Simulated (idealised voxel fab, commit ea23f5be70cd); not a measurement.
Module name: voxel fin reveal (process module)
cross-section cut | 210 nm wide | cells 5 nm
Just so we're on the same page, the cross-sections are grids of square cells, and they're listed out in bands top to bottom, each band one or more rows deep.
The entry gives the band's vertical extent as a top height and a bottom height in nm, then its horizontal make-up as materials from left to right, each with a width in nm. "blank" stands for empty space; a single material marked "everywhere" fills the band edge to edge.
Height reference: 0 = level under which incoming wafer is all one material. Lowest band: no bottom, runs on downward, e.g. "0 and below".
The width entry "30..40" should be interpreted row by row: the top row of cells in the band takes the first number, the bottom row takes the second number, and the change between adjacent rows is uniform throughout.
Reading "no modifications" for a step: not a cell of the cross-section changed in it.
Basically, "Encapsulated voids" tells you about the enclosed voids: empty spaces with no open way to the top, 8 cells or bigger, each written width x height at distance, where distance is from the left edge, all in nm.
If you see something after the settings on a step's line, that's the simulator's own remark about that step.
overlay nm: for a step with a mask, the amount by which the mask lay right of where it was planned; a negative amount means left of it.

THESE ARE THE STEPS WE PLANNED FOR THE PROCESS
1. RECEIVE: material Si
2. CONFORMAL_DEP: material SiN, thk nm 5
3. PATTERN: tone cover, mask id FINS, material resist, width nm 15, pitch nm 45, thk nm 15, overlay nm 0
4. DIRECTIONAL_ETCH: etch materials SiN, depth nm 5
5. DIRECTIONAL_ETCH: etch materials Si, depth nm 35
6. STRIP: etch materials resist
7. FILL_DEP: material SiO2, thk nm 15
8. CMP: height nm 5
9. SELECTIVE_ETCH: etch materials SiO2, depth nm 30
10. STRIP: etch materials SiN
11. CONFORMAL_DEP: material HfO2, thk nm 5

DELIVERED WAFER IN CROSS-SECTION: STATE AFTER STEP 1
  0 and below: Si everywhere
  Encapsulated voids: none

END-OF-MODULE CROSS-SECTION OF THE FIRST OF TWO WAFERS, PROCESSED AS PLANNED
  5 down to 0: 45 nm blank, then 25 nm HfO2, then 20 nm blank, then 25 nm HfO2, then 20 nm blank, then 25 nm HfO2, then 50 nm blank
  0 down to -20: 45 nm blank, then 5 nm HfO2, then 15 nm Si, then 5 nm HfO2, then 20 nm blank, then 5 nm HfO2, then 15 nm Si, then 5 nm HfO2, then 20 nm blank, then 5 nm HfO2, then 15 nm Si, then 5 nm HfO2, then 50 nm blank
  -20 down to -25: 50 nm HfO2, then 15 nm Si, then 30 nm HfO2, then 15 nm Si, then 30 nm HfO2, then 15 nm Si, then 55 nm HfO2
  -25 down to -35: 50 nm SiO2, then 15 nm Si, then 30 nm SiO2, then 15 nm Si, then 30 nm SiO2, then 15 nm Si, then 55 nm SiO2
  -35 and below: Si everywhere
  Encapsulated voids: none

WAFER TWO CROSS-SECTION, MODULE END. START AND PLAN UNCHANGED FROM WAFER ONE; ONE MISTAKE MADE DURING THE RUN
  5 down to 0: 45 nm blank, then 25 nm SiN, then 20 nm blank, then 25 nm SiN, then 20 nm blank, then 25 nm SiN, then 50 nm blank
  0 down to -20: 45 nm blank, then 5 nm SiN, then 15 nm Si, then 5 nm SiN, then 20 nm blank, then 5 nm SiN, then 15 nm Si, then 5 nm SiN, then 20 nm blank, then 5 nm SiN, then 15 nm Si, then 5 nm SiN, then 50 nm blank
  -20 down to -25: 50 nm SiN, then 15 nm Si, then 30 nm SiN, then 15 nm Si, then 30 nm SiN, then 15 nm Si, then 55 nm SiN
  -25 down to -35: 50 nm SiO2, then 15 nm Si, then 30 nm SiO2, then 15 nm Si, then 30 nm SiO2, then 15 nm Si, then 55 nm SiO2
  -35 and below: Si everywhere
  Encapsulated voids: none
Deviation noted in wafer processing: step 11: run off-plan, actual operation and settings CONFORMAL_DEP: material SiN, thk nm 5
Count the cells at the end and the second wafer has more or fewer of some materials than the first: HfO2: 72 fewer; SiN: 72 more
